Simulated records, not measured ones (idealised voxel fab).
process module | voxel capacitor over wiring
We display cut, a cross-section 165 nm in width whose square cells are each 5 nm.
Format of a cross-section: grid, square cells. Given as bands. Order: top down. Band: one or more rows of cells.
Top height, bottom height, nm. Materials left to right, width each, nm. Single material + "throughout" = fills band edge to edge. "air" = empty.
Heads up on the height convention: 0 is the point under which the incoming wafer is all one material, and the lowest band has no bottom, it just keeps going down, like "0 down".
Top row gets the first number, bottom row gets the second, and each row in between changes by the same step: that is how a band width like "30..40" works.
"nothing altered" means the step left every cell of the cross-section as it was.
If an empty space has no open way to the top and is at least 8 cells in size, "Enclosed cavity list" lists it, written width x height at distance, where distance is measured from the left edge and every value is in nm.
Past the settings on a step's line: simulator remark, on that step.
The line of a step may include "overlay nm". On a step with a mask, this value is how far to the right of its planned place the mask lay. A negative value means the mask lay to the left.
THE PLANNED PROCESS STEPS ARE ENUMERATED HEREUNDER
1 RECEIVE, material Si
2 CONFORMAL_DEP, material SiO2, thk nm 10
3 DIRECTIONAL_DEP, material TiN, thk nm 5
4 DIRECTIONAL_DEP, material W, thk nm 15
5 MASKED_ETCH, tone cover, mask id METAL_1, width nm 25, pitch nm 75, etch materials W, depth nm 15, overlay nm 0
6 MASKED_ETCH, tone cover, mask id METAL_1, width nm 25, pitch nm 75, etch materials TiN, depth nm 5, overlay nm 0
7 FILL_DEP, material lowk, thk nm 5
8 CMP, height nm 30
9 CONFORMAL_DEP, material SiCN, thk nm 5
10 DIRECTIONAL_DEP, material lowk, thk nm 20
11 PATTERN, tone open, mask id PLUG_1, material resist, width nm 15, thk nm 15, overlay nm 0
12 DIRECTIONAL_ETCH, etch materials lowk, depth nm 20
13 DIRECTIONAL_ETCH, etch materials SiCN, depth nm 5
14 STRIP, etch materials resist
15 EPI, material Ru, thk nm 10
16 EPI, material Ru, thk nm 10
17 EPI, material Ru, thk nm 5
18 DIRECTIONAL_DEP, material TiN, thk nm 5
19 DIRECTIONAL_DEP, material HfO2, thk nm 5
20 DIRECTIONAL_DEP, material TiN, thk nm 5
21 PATTERN, tone cover, mask id UPPER_PLATE, material resist, width nm 55, thk nm 15, overlay nm 0
22 DIRECTIONAL_ETCH, etch materials TiN, depth nm 5
23 DIRECTIONAL_ETCH, etch materials HfO2, depth nm 5
24 STRIP, etch materials resist
25 PATTERN, tone cover, mask id LOWER_PLATE, material resist, width nm 65, thk nm 15, overlay nm -15
26 DIRECTIONAL_ETCH, etch materials TiN, depth nm 5
27 STRIP, etch materials resist
28 FILL_DEP, material SiO2, thk nm 15
29 CMP, height nm 80
30 PATTERN, tone open, mask id PLUG_2, material resist, width nm 15, thk nm 15, overlay nm 0
31 DIRECTIONAL_ETCH, etch materials SiO2, depth nm 10
32 STRIP, etch materials resist
33 CONFORMAL_DEP, material TiN, thk nm 5
34 FILL_DEP, material Ru, thk nm 5
35 CMP, height nm 80
36 CONFORMAL_DEP, material SiCN, thk nm 5
Where the wafers of this document differ is in the overlay nm of step 25; they start out the same, and the plan states the value that applied to the first wafer.
AS-RECEIVED CROSS-SECTION, FIRST OF SEVERAL WAFERS, POST STEP 1
* 0 down = Si throughout
* Enclosed cavity list: none
EVERY ROW IN THIS TABLE IS A WAFER AT THE END OF THE MODULE, AND IT GIVES, FOR EACH OF THE MATERIALS, THE CELLS THAT WAFER HAS GAINED (+) OR LOST (-) SINCE IT WAS RECEIVED, THEN ITS CLOSED VOIDS
overlay nm -15 | +11 HfO2 | +16 Ru | +63 SiCN | +190 SiO2 | +39 TiN | +30 W | +212 lowk | Enclosed cavity list: none
overlay nm -10 | +11 HfO2 | +16 Ru | +63 SiCN | +190 SiO2 | +39 TiN | +30 W | +212 lowk | Enclosed cavity list: none
overlay nm -5 | +11 HfO2 | +16 Ru | +63 SiCN | +190 SiO2 | +39 TiN | +30 W | +212 lowk | Enclosed cavity list: none
overlay nm 0 | +11 HfO2 | +16 Ru | +63 SiCN | +190 SiO2 | +39 TiN | +30 W | +212 lowk | Enclosed cavity list: none
overlay nm 5 | +11 HfO2 | +16 Ru | +63 SiCN | +190 SiO2 | +39 TiN | +30 W | +212 lowk | Enclosed cavity list: none
overlay nm 10 | +11 HfO2 | +16 Ru | +63 SiCN | +190 SiO2 | +39 TiN | +30 W | +212 lowk | Enclosed cavity list: none
overlay nm 15 | +11 HfO2 | +16 Ru | +63 SiCN | +190 SiO2 | +39 TiN | +30 W | +212 lowk | Enclosed cavity list: none
